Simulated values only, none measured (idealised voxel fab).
Process module in this document: voxel transistor to metal
205 nm wide, 5 nm square cells: that's cross-section cut.
Notation: cross-section as square-cell grid; stated in bands, top first, going down; one or more cell rows per band.
Heights first: top, then bottom, in nm. Then materials, left to right, each with a width in nm. "all across" on a single material: fills the band edge to edge. "blank": empty space.
Heights from 0 (as-received wafer is one material below). Bottom band endless downward, as "0 nm and below".
The notation "30..40" denotes a width that varies across the rows of cells in the band, beginning at the first number in the top row, finishing at the second number in the bottom row, and changing by an identical amount from each row to the next.
What does "all unchanged" mean for a step? It means no cell of the cross-section changed in that step.
This entry, "Voids lacking openings", enumerates those empty regions of no fewer than 8 cells that possess no open connection to the top. Each region is reported in the form width x height at distance, the distance being taken from the left edge, with all three quantities expressed in nm.
What comes after the settings on a step's line is commentary from the simulator itself on that step.
The optional step-line setting "overlay nm" applies to steps with a mask and quantifies how far to the right of its planned location the mask lay, a negative value indicating leftward placement.
PLANNED STEP LIST FOR THE PROCESS
1: op RECEIVE | material Si
2: op CONFORMAL_DEP | material SiO2 | thk nm 5
3: op CONFORMAL_DEP | material SiN | thk nm 15
4: op MASKED_ETCH | tone cover | mask id ACTIVE | width nm 95 | etch materials SiN | depth nm 15 | overlay nm 0
5: op MASKED_ETCH | tone cover | mask id ACTIVE | width nm 95 | etch materials SiO2 | depth nm 5 | overlay nm 0
6: op MASKED_ETCH | tone cover | mask id ACTIVE | width nm 95 | etch materials Si | depth nm 25 | overlay nm 0
7: op FILL_DEP | material SiO2 | thk nm 15
8: op CMP | height nm 20
9: op SELECTIVE_ETCH | etch materials SiO2 | depth nm 15
10: op STRIP | etch materials SiN
11: op SELECTIVE_ETCH | etch materials SiO2 | depth nm 5
12: op OXIDIZE | depth nm 5
13: op DIRECTIONAL_DEP | material polySi | thk nm 30
14: op DIRECTIONAL_DEP | material SiCN | thk nm 15
15: op DIRECTIONAL_DEP | material aC | thk nm 15
16: op PATTERN | tone cover | mask id GATE | material resist | width nm 15 | thk nm 35 | overlay nm 0
17: op DIRECTIONAL_ETCH | etch materials aC | depth nm 15
18: op STRIP | etch materials resist
19: op DIRECTIONAL_ETCH | etch materials SiCN | depth nm 25
20: op DIRECTIONAL_ETCH | etch materials polySi | depth nm 40
21: op STRIP | etch materials aC
22: op CONFORMAL_DEP | material SiN | thk nm 5
23: op DIRECTIONAL_ETCH | etch materials SiN | depth nm 5
24: op DIRECTIONAL_ETCH | etch materials SiO2 | depth nm 5
25: op DIRECTIONAL_ETCH | etch materials Si | depth nm 15
26: op EPI | material pSi | thk nm 20
27: op FILL_DEP | material SiO2 | thk nm 5
28: op CMP | height nm 45
29: op DIRECTIONAL_DEP | material SiO2 | thk nm 15
30: op PATTERN | tone open | mask id CONTACT | material resist | width nm 20 | pitch nm 65 | thk nm 15 | overlay nm 0
31: op DIRECTIONAL_ETCH | etch materials SiO2 | depth nm 60
32: op STRIP | etch materials resist
33: op CONFORMAL_DEP | material TiN | thk nm 5
34: op FILL_DEP | material W | thk nm 10
35: op CMP | height nm 60
36: op CONFORMAL_DEP | material SiCN | thk nm 5
37: op DIRECTIONAL_DEP | material lowk | thk nm 20
38: op MASKED_ETCH | tone open | mask id METAL_1 | width nm 20 | pitch nm 65 | etch materials lowk | depth nm 20 | overlay nm 0
39: op MASKED_ETCH | tone open | mask id METAL_1 | width nm 20 | pitch nm 65 | etch materials SiCN | depth nm 5 | overlay nm 0
40: op CONFORMAL_DEP | material TiN | thk nm 5
41: op FILL_DEP | material Cu | thk nm 5
42: op CMP | height nm 85
43: op CONFORMAL_DEP | material SiCN | thk nm 5
44: op DIRECTIONAL_DEP | material SiO2 | thk nm 30
45: op PATTERN | tone open | mask id METAL_2_HOLES | material resist | width nm 15 | pitch nm 65 | thk nm 15 | overlay nm 0
46: op DIRECTIONAL_ETCH | etch materials SiO2 | depth nm 30
47: op STRIP | etch materials resist
48: op MASKED_ETCH | tone open | mask id METAL_2 | width nm 20 | pitch nm 65 | etch materials SiO2 | depth nm 15 | overlay nm 0
49: op MASKED_ETCH | tone open | mask id METAL_2 | width nm 20 | pitch nm 65 | etch materials SiCN | depth nm 5 | overlay nm 0
50: op CONFORMAL_DEP | material TiN | thk nm 5
51: op FILL_DEP | material Cu | thk nm 10
52: op CMP | height nm 120
53: op CONFORMAL_DEP | material SiCN | thk nm 5
Be aware that, although all wafers share a common starting state, the thk nm at step 43 differs among them, and the plan displays the first wafer's value.
CROSS-SECTION, FIRST OF SEVERAL WAFERS, AS DELIVERED AFTER STEP 1
* 0 nm and below | Si all across
* Voids lacking openings: none
HERE IS THE CROSS-SECTION OF THE FIRST OF SEVERAL WAFERS AT THE END OF THE MODULE, AFTER ITS LAST STEP, STEP 53
* 125 nm to 120 nm | SiCN all across
* 120 nm to 110 nm | SiO2 60 | TiN 5 | Cu 10 | TiN 5 | SiO2 45 | TiN 5 | Cu 10 | TiN 5 | SiO2 60
* 110 nm to 105 nm | SiO2 60 | TiN 5 | Cu 5 | TiN 10 | SiO2 45 | TiN 5 | Cu 5 | TiN 10 | SiO2 60
* 105 nm to 90 nm | SiO2 60 | TiN 5 | Cu 5 | TiN 5 | SiO2 50 | TiN 5 | Cu 5 | TiN 5 | SiO2 65
* 90 nm to 85 nm | SiCN 60 | TiN 15 | SiCN 50 | TiN 15 | SiCN 65
* 85 nm to 65 nm | lowk 60 | TiN 5 | Cu 10 | TiN 5 | lowk 45 | TiN 5 | Cu 10 | TiN 5 | lowk 60
* 65 nm to 60 nm | SiCN 60 | TiN 20 | SiCN 45 | TiN 20 | SiCN 60
* 60 nm to 45 nm | SiO2 60 | TiN 5 | W 10 | TiN 5 | SiO2 45 | TiN 5 | W 10 | TiN 5 | SiO2 60
* 45 nm to 30 nm | SiO2 60 | TiN 5 | W 10 | TiN 5 | SiO2 10 | SiN 5 | SiCN 15 | SiN 5 | SiO2 10 | TiN 5 | W 10 | TiN 5 | SiO2 60
* 30 nm to 20 nm | SiO2 60 | TiN 5 | W 10 | TiN 5 | SiO2 10 | SiN 5 | polySi 15 | SiN 5 | SiO2 10 | TiN 5 | W 10 | TiN 5 | SiO2 60
* 20 nm to 15 nm | SiO2 60 | TiN 20 | SiO2 10 | SiN 5 | polySi 15 | SiN 5 | SiO2 10 | TiN 20 | SiO2 60
* 15 nm to 0 nm | SiO2 60 | TiN 10 | pSi 20 | SiN 5 | polySi 15 | SiN 5 | pSi 20 | TiN 10 | SiO2 60
* 0 nm to -5 nm | SiO2 50 | pSi 40 | SiO2 25 | pSi 40 | SiO2 50
* -5 nm to -20 nm | SiO2 55 | pSi 35 | Si 25 | pSi 35 | SiO2 55
* -20 nm to -25 nm | SiO2 55 | Si 95 | SiO2 55
* -25 nm and below | Si all across
* Voids lacking openings: none
SHOWING THE LAST WAFER IN CROSS-SECTION AT THE END OF THE MODULE
* 125 nm to 120 nm | SiCN all across
* 120 nm to 105 nm | SiO2 60 | TiN 5 | Cu 5 | TiN 5 | SiO2 50 | TiN 5 | Cu 5 | TiN 5 | SiO2 65
* 105 nm to 100 nm | SiCN 60 | TiN 15 | SiCN 50 | TiN 15 | SiCN 65
* 100 nm to 85 nm | SiCN all across
* 85 nm to 65 nm | lowk 60 | TiN 5 | Cu 10 | TiN 5 | lowk 45 | TiN 5 | Cu 10 | TiN 5 | lowk 60
* 65 nm to 60 nm | SiCN 60 | TiN 20 | SiCN 45 | TiN 20 | SiCN 60
* 60 nm to 45 nm | SiO2 60 | TiN 5 | W 10 | TiN 5 | SiO2 45 | TiN 5 | W 10 | TiN 5 | SiO2 60
* 45 nm to 30 nm | SiO2 60 | TiN 5 | W 10 | TiN 5 | SiO2 10 | SiN 5 | SiCN 15 | SiN 5 | SiO2 10 | TiN 5 | W 10 | TiN 5 | SiO2 60
* 30 nm to 20 nm | SiO2 60 | TiN 5 | W 10 | TiN 5 | SiO2 10 | SiN 5 | polySi 15 | SiN 5 | SiO2 10 | TiN 5 | W 10 | TiN 5 | SiO2 60
* 20 nm to 15 nm | SiO2 60 | TiN 20 | SiO2 10 | SiN 5 | polySi 15 | SiN 5 | SiO2 10 | TiN 20 | SiO2 60
* 15 nm to 0 nm | SiO2 60 | TiN 10 | pSi 20 | SiN 5 | polySi 15 | SiN 5 | pSi 20 | TiN 10 | SiO2 60
* 0 nm to -5 nm | SiO2 50 | pSi 40 | SiO2 25 | pSi 40 | SiO2 50
* -5 nm to -20 nm | SiO2 55 | pSi 35 | Si 25 | pSi 35 | SiO2 55
* -20 nm to -25 nm | SiO2 55 | Si 95 | SiO2 55
* -25 nm and below | Si all across
* Voids lacking openings: none
TABLE: WAFERS, A ROW EACH; END-OF-MODULE CELL CHANGE PER MATERIAL SINCE RECEIPT, GAIN (+), LOSS (-); THEN CLOSED VOIDS
thk nm 5; +32 Cu; -171 Si; +118 SiCN; +18 SiN; +656 SiO2; +108 TiN; +32 W; +132 lowk; +82 pSi; +18 polySi; Voids lacking openings: none
thk nm 10; +28 Cu; -171 Si; +159 SiCN; +18 SiN; +623 SiO2; +104 TiN; +32 W; +132 lowk; +82 pSi; +18 polySi; Voids lacking openings: none
thk nm 15; +24 Cu; -171 Si; +200 SiCN; +18 SiN; +590 SiO2; +100 TiN; +32 W; +132 lowk; +82 pSi; +18 polySi; Voids lacking openings: none
thk nm 20; +22 Cu; -171 Si; +241 SiCN; +18 SiN; +557 SiO2; +94 TiN; +32 W; +132 lowk; +82 pSi; +18 polySi; Voids lacking openings: none
